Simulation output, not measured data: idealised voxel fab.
process module | voxel local oxidation
cross-section cut | 205 nm wide | cells 5 nm
A cross-section is a grid of square cells, given in bands from the top down. A band is one or more rows of cells.
Each band's line starts with the height of the band's top and of its bottom, in nm. Then come its materials from left to right, each with its width in nm. One material with "throughout" fills the band from edge to edge. "air" is empty space.
Height 0 is the level under which the wafer as received is all one material. The lowest band goes on downwards, as in "0 down".
A width such as "30 to 40" changes by the same amount from each row of cells to the next, from the band's top row to its bottom row.
"no change" after a step means that no cell of the cross-section changed.
closed voids: empty space of 8 cells or more with no open way to the top, each as width x height at its distance from the left edge, in nm
after a step's settings: what the simulator itself notes on the step
overlay nm, on a step with a mask: how far to the right of its planned place the mask lay; to the left if negative
plan
1 op RECEIVE | material Si
2 op CONFORMAL_DEP | material SiO2 | thk nm 5
3 op CONFORMAL_DEP | material SiN | thk nm 10
4 op DIRECTIONAL_DEP | material aC | thk nm 15
5 op PATTERN | tone cover | mask id ACTIVE | material resist | width nm 105 | thk nm 30 | overlay nm 0
6 op DIRECTIONAL_ETCH | etch materials aC | depth nm 15
7 op STRIP | etch materials resist
8 op DIRECTIONAL_ETCH | etch materials SiN | depth nm 10
9 op STRIP | etch materials aC
10 op SELECTIVE_ETCH | etch materials SiO2 | depth nm 5
11 op OXIDIZE | depth nm 15
12 op STRIP | etch materials SiN
as received, after step 1
  0 down: Si throughout
  closed voids: none
first wafer at the end, as planned
  5 to 0: air 55 | SiO2 95 | air 55
  0 to -15: SiO2 70 | Si 65 | SiO2 70
  -15 down: Si throughout
  closed voids: none
second wafer at the end: like start, like plan, one mistake
  5 to 0: air 50 | SiO2 95 | air 60
  0 to -15: SiO2 65 | Si 65 | SiO2 75
  -15 down: Si throughout
  closed voids: none
what went wrong: step 5 ran as: op PATTERN | tone cover | mask id ACTIVE | material resist | width nm 105 | thk nm 30 | overlay nm -5
at the end the second wafer has, in cells: as many of each material as the first, in other places
